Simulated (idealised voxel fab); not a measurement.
voxel capacitor over wiring: a process module
For reference, the cross-section in this document is cut, with width 240 nm and square cells of 5 nm.
We lay out every cross-section as a grid of square cells and spell it out in bands from the top down, where one band means one or more rows of cells.
Quick guide to a band line: top height, bottom height (nm) up front; then every material left to right with its width in nm. Only one material and it's marked "full width"? Then it fills the band edge to edge. And "empty" just means empty space.
Zero point of the height axis is 0; under it, received wafer = one material. Lowest band: continues down indefinitely, "top 0, no bottom".
The notation "30 to 40" denotes a width that varies across the rows of cells in the band, beginning at the first number in the top row, finishing at the second number in the bottom row, and changing by an identical amount from each row to the next.
You'll sometimes find "identical to before" written for a step, and that's the way of saying that nowhere in the cross-section did a cell change during that step.
Entry "Sealed voids" = empty spaces >= 8 cells with no open way to the top; each as width x height at distance, distance from left edge, all nm.
The remark found on a step's line after its settings is issued by the simulator itself and pertains to that step.
overlay nm: on a step with a mask, how far right of its planned place the mask lay; negative means left.

Here's what the planned process steps look like:
1: RECEIVE with material Si
2: CONFORMAL_DEP with material SiO2, thk nm 15
3: DIRECTIONAL_DEP with material TiN, thk nm 5
4: DIRECTIONAL_DEP with material Ru, thk nm 25
5: DIRECTIONAL_DEP with material aC, thk nm 15
6: PATTERN with tone cover, mask id METAL_1, material resist, width nm 20, pitch nm 75, thk nm 35, overlay nm 0
7: DIRECTIONAL_ETCH with etch materials aC, depth nm 15
8: STRIP with etch materials resist
9: DIRECTIONAL_ETCH with etch materials Ru, depth nm 25
10: DIRECTIONAL_ETCH with etch materials TiN, depth nm 5
11: STRIP with etch materials aC
12: CONFORMAL_DEP with material SiCN, thk nm 5
13: FILL_DEP with material lowk, thk nm 5
14: CMP with height nm 45
15: CONFORMAL_DEP with material SiCN, thk nm 5
16: DIRECTIONAL_DEP with material SiO2, thk nm 15
17: PATTERN with tone open, mask id PLUG_1, material resist, width nm 15, thk nm 20, overlay nm 0
18: DIRECTIONAL_ETCH with etch materials SiO2, depth nm 15
19: DIRECTIONAL_ETCH with etch materials SiCN, depth nm 5
20: STRIP with etch materials resist
21: CONFORMAL_DEP with material TiN, thk nm 5
22: FILL_DEP with material Ru, thk nm 5
23: CMP with height nm 65
24: DIRECTIONAL_DEP with material TiN, thk nm 5
25: DIRECTIONAL_DEP with material HfO2, thk nm 5
26: DIRECTIONAL_DEP with material TiN, thk nm 5
27: MASKED_ETCH with tone cover, mask id UPPER_PLATE, width nm 60, etch materials TiN, depth nm 5, overlay nm 0
28: MASKED_ETCH with tone cover, mask id UPPER_PLATE, width nm 60, etch materials HfO2, depth nm 5, overlay nm 0
29: PATTERN with tone cover, mask id LOWER_PLATE, material resist, width nm 70, thk nm 15, overlay nm 0
30: DIRECTIONAL_ETCH with etch materials TiN, depth nm 10
31: STRIP with etch materials resist
32: FILL_DEP with material SiO2, thk nm 20
33: CMP with height nm 100
34: DIRECTIONAL_DEP with material aC, thk nm 10
35: PATTERN with tone open, mask id PLUG_2, material resist, width nm 15, thk nm 30, overlay nm 0
36: DIRECTIONAL_ETCH with etch materials aC, depth nm 10
37: STRIP with etch materials resist
38: DIRECTIONAL_ETCH with etch materials SiO2, depth nm 15
39: STRIP with etch materials aC
40: CONFORMAL_DEP with material TiN, thk nm 5
41: FILL_DEP with material W, thk nm 5
42: CMP with height nm 100
43: CONFORMAL_DEP with material SiCN, thk nm 5
The plan shows the thk nm of step 24 as the first wafer had it; this setting differs between the wafers, which start out alike.

Cross-section of the first of several wafers as received (after step 1):
- top 0, no bottom  Si full width
- Sealed voids: none

Gained (+) or lost (-) cells of each material since receipt, then closed voids: one row per wafer, at the end of the module:
thk nm 5 | +12 HfO2 | +43 Ru | +153 SiCN | +568 SiO2 | +50 TiN | +2 W | +180 lowk | Sealed voids: none
thk nm 10 | +12 HfO2 | +43 Ru | +153 SiCN | +554 SiO2 | +64 TiN | +2 W | +180 lowk | Sealed voids: none
thk nm 15 | +12 HfO2 | +43 Ru | +153 SiCN | +509 SiO2 | +110 TiN | +1 W | +180 lowk | Sealed voids: none
thk nm 20 | +12 HfO2 | +43 Ru | +153 SiCN | +464 SiO2 | +156 TiN | +180 lowk | Sealed voids: none
thk nm 25 | +12 HfO2 | +43 Ru | +153 SiCN | +419 SiO2 | +201 TiN | +180 lowk | Sealed voids: none
